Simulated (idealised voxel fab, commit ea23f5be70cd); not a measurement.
Presented below is a process module, voxel transistor to metal.
For reference, the cross-section in this document is cut, with width 280 nm and square cells of 5 nm.
Square cells in a grid make up a cross-section in this document, and the grid is given as bands, listed from the top down, each one or more rows of cells. Look at the band entry: it leads with the top's height and the bottom's height in nm. Then it lists the materials left to right, with a width in nm for each. The word "all across" on a single material says that material fills the band edge to edge. The word "blank" is empty space. Heights are measured from 0, the level below which the as-received wafer is all one material; the lowest band has no bottom and continues downward, written as in "from 0 down". Think of "30 to 40" as a width that walks from the first number to the second as you go down the band, top row to bottom row, taking equal-sized steps from row to row. Step note "stayed the same" = no cross-section cell changed. "Completely sealed voids": sealed empty spaces, 8 cells or more, no open way to top, listed width x height at distance, with distance from the left edge and width, height and distance in nm. On a step's line, text after the settings is the simulator commenting on that step. overlay nm: for a step with a mask, the amount by which the mask lay right of where it was planned; a negative amount means left of it.

[Planned step list for the process]
step 1: RECEIVE with material Si
step 2: CONFORMAL_DEP with material SiO2, thk nm 5
step 3: CONFORMAL_DEP with material SiN, thk nm 15
step 4: DIRECTIONAL_DEP with material aC, thk nm 10
step 5: PATTERN with tone cover, mask id ACTIVE, material resist, width nm 110, pitch nm 130, thk nm 25, overlay nm 0
step 6: DIRECTIONAL_ETCH with etch materials aC, depth nm 10
step 7: STRIP with etch materials resist
step 8: DIRECTIONAL_ETCH with etch materials SiN, depth nm 15
step 9: DIRECTIONAL_ETCH with etch materials SiO2, depth nm 5
step 10: DIRECTIONAL_ETCH with etch materials Si, depth nm 20
step 11: STRIP with etch materials aC
step 12: FILL_DEP with material SiO2, thk nm 10
step 13: CMP with height nm 20
step 14: SELECTIVE_ETCH with etch materials SiO2, depth nm 15
step 15: STRIP with etch materials SiN
step 16: SELECTIVE_ETCH with etch materials SiO2, depth nm 5
step 17: OXIDIZE with depth nm 5
step 18: DIRECTIONAL_DEP with material polySi, thk nm 25
step 19: DIRECTIONAL_DEP with material SiCN, thk nm 10
step 20: MASKED_ETCH with tone cover, mask id GATE, width nm 20, pitch nm 130, etch materials SiCN, depth nm 20, overlay nm 0
step 21: MASKED_ETCH with tone cover, mask id GATE, width nm 20, pitch nm 130, etch materials polySi, depth nm 35, overlay nm 0
step 22: CONFORMAL_DEP with material SiN, thk nm 5
step 23: DIRECTIONAL_ETCH with etch materials SiN, depth nm 5
step 24: DIRECTIONAL_ETCH with etch materials SiO2, depth nm 5
step 25: DIRECTIONAL_ETCH with etch materials Si, depth nm 10
step 26: EPI with material SiGe, thk nm 10
step 27: FILL_DEP with material SiO2, thk nm 10
step 28: CMP with height nm 35
step 29: DIRECTIONAL_DEP with material SiO2, thk nm 10
step 30: MASKED_ETCH with tone open, mask id CONTACT, width nm 20, etch materials SiO2, depth nm 50, overlay nm 0
step 31: CONFORMAL_DEP with material TiN, thk nm 5
step 32: FILL_DEP with material Ru, thk nm 10
step 33: CMP with height nm 45
step 34: CONFORMAL_DEP with material SiCN, thk nm 5
step 35: DIRECTIONAL_DEP with material SiO2, thk nm 20
step 36: MASKED_ETCH with tone open, mask id METAL_1, width nm 20, etch materials SiO2, depth nm 20, overlay nm 0
step 37: MASKED_ETCH with tone open, mask id METAL_1, width nm 20, etch materials SiCN, depth nm 5, overlay nm 0
step 38: CONFORMAL_DEP with material TiN, thk nm 5
step 39: FILL_DEP with material W, thk nm 5
step 40: CMP with height nm 70
step 41: EPI with material Ru, thk nm 5
step 42: FILL_DEP with material SiCN, thk nm 5
step 43: DIRECTIONAL_DEP with material lowk, thk nm 25
step 44: PATTERN with tone open, mask id METAL_2, material resist, width nm 20, pitch nm 130, thk nm 15, overlay nm 0
step 45: DIRECTIONAL_ETCH with etch materials lowk, depth nm 15
step 46: STRIP with etch materials resist
step 47: PATTERN with tone open, mask id METAL_2_HOLES, material resist, width nm 15, pitch nm 130, thk nm 15, overlay nm 0
step 48: DIRECTIONAL_ETCH with etch materials lowk, depth nm 10
step 49: DIRECTIONAL_ETCH with etch materials SiCN, depth nm 5
step 50: STRIP with etch materials resist
step 51: CONFORMAL_DEP with material TiN, thk nm 5
step 52: FILL_DEP with material Cu, thk nm 5
step 53: CMP with height nm 105
step 54: CONFORMAL_DEP with material SiCN, thk nm 5

[Wafer cross-section on receipt, i.e. after step 1]
	from 0 down  Si all across
	Completely sealed voids: none

[First wafer of two, sectioned at end of module; run went per plan]
	from 110 to 105  SiCN all across
	from 105 to 95  lowk 25 nm | TiN 5 nm | Cu 10 nm | TiN 5 nm | lowk 110 nm | TiN 5 nm | Cu 10 nm | TiN 5 nm | lowk 105 nm
	from 95 to 90  lowk 25 nm | TiN 5 nm | Cu 5 nm | TiN 10 nm | lowk 110 nm | TiN 5 nm | Cu 5 nm | TiN 10 nm | lowk 105 nm
	from 90 to 80  lowk 25 nm | TiN 5 nm | Cu 5 nm | TiN 5 nm | lowk 115 nm | TiN 5 nm | Cu 5 nm | TiN 5 nm | lowk 110 nm
	from 80 to 75  SiCN 25 nm | TiN 15 nm | SiCN 115 nm | TiN 15 nm | SiCN 110 nm
	from 75 to 70  SiCN 20 nm | Ru 30 nm | SiCN 50 nm | Ru 30 nm | SiCN 20 nm | Ru 30 nm | SiCN 50 nm | Ru 30 nm | SiCN 20 nm
	from 70 to 50  SiO2 25 nm | TiN 5 nm | W 10 nm | TiN 5 nm | SiO2 60 nm | TiN 5 nm | W 10 nm | TiN 5 nm | SiO2 30 nm | TiN 5 nm | W 10 nm | TiN 5 nm | SiO2 60 nm | TiN 5 nm | W 10 nm | TiN 5 nm | SiO2 25 nm
	from 50 to 45  SiCN 25 nm | TiN 20 nm | SiCN 60 nm | TiN 20 nm | SiCN 30 nm | TiN 20 nm | SiCN 60 nm | TiN 20 nm | SiCN 25 nm
	from 45 to 35  SiO2 25 nm | TiN 5 nm | Ru 10 nm | TiN 5 nm | SiO2 60 nm | TiN 5 nm | Ru 10 nm | TiN 5 nm | SiO2 30 nm | TiN 5 nm | Ru 10 nm | TiN 5 nm | SiO2 60 nm | TiN 5 nm | Ru 10 nm | TiN 5 nm | SiO2 25 nm
	from 35 to 25  SiO2 25 nm | TiN 5 nm | Ru 10 nm | TiN 5 nm | SiO2 15 nm | SiN 5 nm | SiCN 20 nm | SiN 5 nm | SiO2 15 nm | TiN 5 nm | Ru 10 nm | TiN 5 nm | SiO2 30 nm | TiN 5 nm | Ru 10 nm | TiN 5 nm | SiO2 15 nm | SiN 5 nm | SiCN 20 nm | SiN 5 nm | SiO2 15 nm | TiN 5 nm | Ru 10 nm | TiN 5 nm | SiO2 25 nm
	from 25 to 5  SiO2 25 nm | TiN 5 nm | Ru 10 nm | TiN 5 nm | SiO2 15 nm | SiN 5 nm | polySi 20 nm | SiN 5 nm | SiO2 15 nm | TiN 5 nm | Ru 10 nm | TiN 5 nm | SiO2 30 nm | TiN 5 nm | Ru 10 nm | TiN 5 nm | SiO2 15 nm | SiN 5 nm | polySi 20 nm | SiN 5 nm | SiO2 15 nm | TiN 5 nm | Ru 10 nm | TiN 5 nm | SiO2 25 nm
	from 5 to 0  SiO2 25 nm | TiN 5 nm | Ru 10 nm | TiN 5 nm | SiO2 5 nm | SiGe 10 nm | SiN 5 nm | polySi 20 nm | SiN 5 nm | SiGe 10 nm | SiO2 5 nm | TiN 5 nm | Ru 10 nm | TiN 5 nm | SiO2 30 nm | TiN 5 nm | Ru 10 nm | TiN 5 nm | SiO2 5 nm | SiGe 10 nm | SiN 5 nm | polySi 20 nm | SiN 5 nm | SiGe 10 nm | SiO2 5 nm | TiN 5 nm | Ru 10 nm | TiN 5 nm | SiO2 25 nm
	from 0 to -5  SiO2 25 nm | TiN 20 nm | SiO2 5 nm | SiGe 10 nm | SiO2 30 nm | SiGe 10 nm | SiO2 5 nm | TiN 20 nm | SiO2 30 nm | TiN 20 nm | SiO2 5 nm | SiGe 10 nm | SiO2 30 nm | SiGe 10 nm | SiO2 5 nm | TiN 20 nm | SiO2 25 nm
	from -5 to -15  SiO2 20 nm | SiGe 40 nm | Si 30 nm | SiGe 40 nm | SiO2 20 nm | SiGe 40 nm | Si 30 nm | SiGe 40 nm | SiO2 20 nm
	from -15 to -20  SiO2 20 nm | Si 110 nm | SiO2 20 nm | Si 110 nm | SiO2 20 nm
	from -20 down  Si all across
	Completely sealed voids: none

[Second wafer of the two, sectioned at the end of the module. It began like the first and followed the same plan, but one mistake was made while running it]
	from 110 to 105  SiCN all across
	from 105 to 95  lowk 25 nm | TiN 5 nm | Cu 10 nm | TiN 5 nm | lowk 110 nm | TiN 5 nm | Cu 10 nm | TiN 5 nm | lowk 105 nm
	from 95 to 90  lowk 25 nm | TiN 5 nm | Cu 5 nm | TiN 10 nm | lowk 110 nm | TiN 5 nm | Cu 5 nm | TiN 10 nm | lowk 105 nm
	from 90 to 80  lowk 25 nm | TiN 5 nm | Cu 5 nm | TiN 5 nm | lowk 115 nm | TiN 5 nm | Cu 5 nm | TiN 5 nm | lowk 110 nm
	from 80 to 75  SiCN 25 nm | TiN 15 nm | SiCN 115 nm | TiN 15 nm | SiCN 110 nm
	from 75 to 70  SiCN 20 nm | Ru 30 nm | SiCN 50 nm | Ru 30 nm | SiCN 20 nm | Ru 30 nm | SiCN 50 nm | Ru 30 nm | SiCN 20 nm
	from 70 to 50  SiO2 25 nm | TiN 5 nm | W 10 nm | TiN 5 nm | SiO2 60 nm | TiN 5 nm | W 10 nm | TiN 5 nm | SiO2 30 nm | TiN 5 nm | W 10 nm | TiN 5 nm | SiO2 60 nm | TiN 5 nm | W 10 nm | TiN 5 nm | SiO2 25 nm
	from 50 to 45  SiCN 25 nm | TiN 20 nm | SiCN 60 nm | TiN 20 nm | SiCN 30 nm | TiN 20 nm | SiCN 60 nm | TiN 20 nm | SiCN 25 nm
	from 45 to 35  SiO2 25 nm | TiN 5 nm | Ru 10 nm | TiN 5 nm | SiO2 60 nm | TiN 5 nm | Ru 10 nm | TiN 5 nm | SiO2 30 nm | TiN 5 nm | Ru 10 nm | TiN 5 nm | SiO2 60 nm | TiN 5 nm | Ru 10 nm | TiN 5 nm | SiO2 25 nm
	from 35 to 25  SiO2 25 nm | TiN 5 nm | Ru 10 nm | TiN 5 nm | SiO2 15 nm | SiN 5 nm | SiCN 25 nm | SiN 5 nm | SiO2 10 nm | TiN 5 nm | Ru 10 nm | TiN 5 nm | SiO2 30 nm | TiN 5 nm | Ru 10 nm | TiN 5 nm | SiO2 15 nm | SiN 5 nm | SiCN 25 nm | SiN 5 nm | SiO2 10 nm | TiN 5 nm | Ru 10 nm | TiN 5 nm | SiO2 25 nm
	from 25 to 5  SiO2 25 nm | TiN 5 nm | Ru 10 nm | TiN 5 nm | SiO2 15 nm | SiN 5 nm | polySi 25 nm | SiN 5 nm | SiO2 10 nm | TiN 5 nm | Ru 10 nm | TiN 5 nm | SiO2 30 nm | TiN 5 nm | Ru 10 nm | TiN 5 nm | SiO2 15 nm | SiN 5 nm | polySi 25 nm | SiN 5 nm | SiO2 10 nm | TiN 5 nm | Ru 10 nm | TiN 5 nm | SiO2 25 nm
	from 5 to 0  SiO2 25 nm | TiN 5 nm | Ru 10 nm | TiN 5 nm | SiO2 5 nm | SiGe 10 nm | SiN 5 nm | polySi 25 nm | SiN 5 nm | SiGe 10 nm | TiN 5 nm | Ru 10 nm | TiN 5 nm | SiO2 30 nm | TiN 5 nm | Ru 10 nm | TiN 5 nm | SiO2 5 nm | SiGe 10 nm | SiN 5 nm | polySi 25 nm | SiN 5 nm | SiGe 10 nm | TiN 5 nm | Ru 10 nm | TiN 5 nm | SiO2 25 nm
	from 0 to -5  SiO2 25 nm | TiN 20 nm | SiO2 5 nm | SiGe 10 nm | SiO2 35 nm | SiGe 10 nm | TiN 20 nm | SiO2 30 nm | TiN 20 nm | SiO2 5 nm | SiGe 10 nm | SiO2 35 nm | SiGe 10 nm | TiN 20 nm | SiO2 25 nm
	from -5 to -15  SiO2 20 nm | SiGe 40 nm | Si 35 nm | SiGe 35 nm | SiO2 20 nm | SiGe 40 nm | Si 35 nm | SiGe 35 nm | SiO2 20 nm
	from -15 to -20  SiO2 20 nm | Si 110 nm | SiO2 20 nm | Si 110 nm | SiO2 20 nm
	from -20 down  Si all across
	Completely sealed voids: none
Finding, execution versus plan: contrary to plan, step 20 was performed as MASKED_ETCH with tone cover, mask id GATE, width nm 25, pitch nm 130, etch materials SiCN, depth nm 20, overlay nm 0
at the end the second wafer has, in cells: +4 Si | +4 SiCN | -4 SiGe | -14 SiO2 | +10 polySi
